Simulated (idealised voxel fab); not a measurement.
process module | voxel self aligned vias
cross-section cut | 210 nm wide | cells 5 nm
A cross-section is a grid of square cells, given in bands from the top down. A band is one or more rows of cells.
Each band's line starts with the height of the band's top and of its bottom, in nm. Then come its materials from left to right, each with its width in nm. One material with "throughout" fills the band from edge to edge. "air" is empty space.
Height 0 is the level under which the wafer as received is all one material. The lowest band goes on downwards, as in "0 down".
A width such as "30 to 40" changes by the same amount from each row of cells to the next, from the band's top row to its bottom row.
"no change" after a step means that no cell of the cross-section changed.
closed voids: empty space of 8 cells or more with no open way to the top, each as width x height at its distance from the left edge, in nm
after a step's settings: what the simulator itself notes on the step
overlay nm, on a step with a mask: how far to the right of its planned place the mask lay; to the left if negative
plan
1 op RECEIVE | material Si
2 op CONFORMAL_DEP | material SiO2 | thk nm 10
3 op CONFORMAL_DEP | material SiCN | thk nm 5
4 op DIRECTIONAL_DEP | material lowk | thk nm 25
5 op PATTERN | tone open | mask id LINES | material resist | width nm 25 | pitch nm 55 | thk nm 15 | overlay nm 0
6 op DIRECTIONAL_ETCH | etch materials lowk | depth nm 25
7 op STRIP | etch materials resist
8 op CONFORMAL_DEP | material TiN | thk nm 5
9 op FILL_DEP | material Ru | thk nm 5
10 op CMP | height nm 40
11 op SELECTIVE_ETCH | etch materials W Ru TiN | depth nm 10
12 op FILL_DEP | material SiN | thk nm 5
13 op CMP | height nm 40
14 op DIRECTIONAL_DEP | material lowk | thk nm 20
15 op MASKED_ETCH | tone open | mask id VIAS | width nm 35 | pitch nm 55 | etch materials lowk | depth nm 20 | overlay nm 0
16 op MASKED_ETCH | tone open | mask id VIAS | width nm 35 | pitch nm 55 | etch materials SiN | depth nm 10 | overlay nm 0
17 op CONFORMAL_DEP | material TiN | thk nm 5
18 op FILL_DEP | material Ru | thk nm 5
19 op CMP | height nm 50
20 op CONFORMAL_DEP | material SiN | thk nm 5
varied across the wafers: height nm of step 19. The plan shows the first wafer's value. All wafers start alike
first wafer as received, after step 1
  0 down: Si throughout
  closed voids: none
first wafer at the end, after step 20
  55 to 50: SiN throughout
  50 to 40: lowk 30 | TiN 5 to 10 | Ru 25 to 15 | TiN 5 to 10 | lowk 20 | TiN 5 to 10 | Ru 25 to 15 | TiN 5 to 10 | lowk 20 | TiN 5 to 10 | Ru 25 to 15 | TiN 5 to 10 | lowk 35
  40 to 35: lowk 35 | TiN 5 | Ru 15 | TiN 5 | lowk 30 | TiN 5 | Ru 15 | TiN 5 | lowk 30 | TiN 5 | Ru 15 | TiN 5 | lowk 40
  35 to 30: lowk 35 | TiN 25 | lowk 30 | TiN 25 | lowk 30 | TiN 25 | lowk 40
  30 to 20: lowk 35 | TiN 5 | Ru 15 | TiN 5 | lowk 30 | TiN 5 | Ru 15 | TiN 5 | lowk 30 | TiN 5 | Ru 15 | TiN 5 | lowk 40
  20 to 15: lowk 35 | TiN 25 | lowk 30 | TiN 25 | lowk 30 | TiN 25 | lowk 40
  15 to 10: SiCN throughout
  10 to 0: SiO2 throughout
  0 down: Si throughout
  closed voids: none
last wafer at the end
  75 to 70: SiN throughout
  70 to 65: Ru throughout
  65 to 60: TiN 35 | Ru 25 | TiN 30 | Ru 25 | TiN 30 | Ru 25 | TiN 40
  60 to 45: lowk 30 | TiN 5 | Ru 25 | TiN 5 | lowk 20 | TiN 5 | Ru 25 | TiN 5 | lowk 20 | TiN 5 | Ru 25 | TiN 5 | lowk 35
  45 to 35: lowk 30 to 35 | TiN 10 to 5 | Ru 15 | TiN 10 to 5 | lowk 20 to 30 | TiN 10 to 5 | Ru 15 | TiN 10 to 5 | lowk 20 to 30 | TiN 10 to 5 | Ru 15 | TiN 10 to 5 | lowk 35 to 40
  35 to 30: lowk 35 | TiN 25 | lowk 30 | TiN 25 | lowk 30 | TiN 25 | lowk 40
  30 to 20: lowk 35 | TiN 5 | Ru 15 | TiN 5 | lowk 30 | TiN 5 | Ru 15 | TiN 5 | lowk 30 | TiN 5 | Ru 15 | TiN 5 | lowk 40
  20 to 15: lowk 35 | TiN 25 | lowk 30 | TiN 25 | lowk 30 | TiN 25 | lowk 40
  15 to 10: SiCN throughout
  10 to 0: SiO2 throughout
  0 down: Si throughout
  closed voids: none
each wafer at the end: cells of each material gained (+) or lost (-) since it was received, then its closed voids
height nm 50 | +51 Ru | +42 SiCN | +42 SiN | +84 SiO2 | +66 TiN | +177 lowk | closed voids: none
height nm 55 | +66 Ru | +42 SiCN | +42 SiN | +84 SiO2 | +72 TiN | +198 lowk | closed voids: none
height nm 60 | +81 Ru | +42 SiCN | +42 SiN | +84 SiO2 | +78 TiN | +219 lowk | closed voids: none
height nm 65 | +96 Ru | +42 SiCN | +42 SiN | +84 SiO2 | +105 TiN | +219 lowk | closed voids: none
height nm 70 | +138 Ru | +42 SiCN | +42 SiN | +84 SiO2 | +105 TiN | +219 lowk | closed voids: none
